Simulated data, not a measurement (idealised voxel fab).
process module | voxel double patterning
Section shown: cut. Width: 290 nm. Cell size: 5 nm, square.
The cross-sections in this document take the form of a grid made of square cells. They are written out as bands, in order from top to bottom. Each band consists of one or more rows of cells.
A band entry consists of two parts. The first gives the height of the band's top and the height of its bottom, in nm. The rest lists the band's materials from left to right, each with its width in nm. A single material labelled with the word "all across" fills the band from edge to edge, and the word "blank" marks empty space.
Heights from 0 (as-received wafer is one material below). Bottom band endless downward, as "0 down".
Read "30..40" as a graded width: first number on top, second number at the bottom, same change between each pair of neighbouring rows.
"no change occurred" -> step changed no cross-section cell.
Voids not open to the top, 8 cells minimum: see "Unvented voids". Written width x height at distance; distance is from the left edge; nm.
Note: text after step settings on the step line = simulator remark on that step.
"overlay nm" on a masked step: distance the mask lay right of its planned place, negative for left.
This section lists the process steps that were planned
| 1 | op RECEIVE | material Si |
| 2 | op CONFORMAL_DEP | material SiO2 | thk nm 5 |
| 3 | op DIRECTIONAL_DEP | material TiN | thk nm 20 |
| 4 | op DIRECTIONAL_DEP | material SiCN | thk nm 10 |
| 5 | op DIRECTIONAL_DEP | material aC | thk nm 10 |
| 6 | op PATTERN | tone open | mask id FIRST | material resist | width nm 15 | pitch nm 50 | thk nm 25 | overlay nm 0 |
| 7 | op DIRECTIONAL_ETCH | etch materials aC | depth nm 10 |
| 8 | op STRIP | etch materials resist |
| 9 | op DIRECTIONAL_ETCH | etch materials SiCN | depth nm 10 |
| 10 | op STRIP | etch materials aC |
| 11 | op DIRECTIONAL_DEP | material aC | thk nm 15 |
| 12 | op PATTERN | tone open | mask id SECOND | material resist | width nm 15 | pitch nm 50 | thk nm 35 | overlay nm 0 |
| 13 | op DIRECTIONAL_ETCH | etch materials aC | depth nm 15 |
| 14 | op STRIP | etch materials resist |
| 15 | op DIRECTIONAL_ETCH | etch materials SiCN | depth nm 10 |
| 16 | op STRIP | etch materials aC |
| 17 | op DIRECTIONAL_ETCH | etch materials TiN | depth nm 20 |
| 18 | op STRIP | etch materials SiCN |
Cross-sectional view of the wafer in its as-received condition, corresponding to the state after step 1
* 0 down = Si all across
* Unvented voids: none
Final wafer profile in cross-section after the module, from the same start and plan as above, with one mistake made during processing
* 25 to 5 = 90 TiN  15 blank  5 TiN  15 blank  15 TiN  15 blank  5 TiN  15 blank  15 TiN  15 blank  85 TiN
* 5 to 0 = SiO2 all across
* 0 down = Si all across
* Unvented voids: none
What broke from the plan during processing? the process deviated at step 6: the operation and settings actually run there were op PATTERN | tone open | mask id FIRST | material resist | width nm 15 | pitch nm 50 | thk nm 25 | overlay nm 5
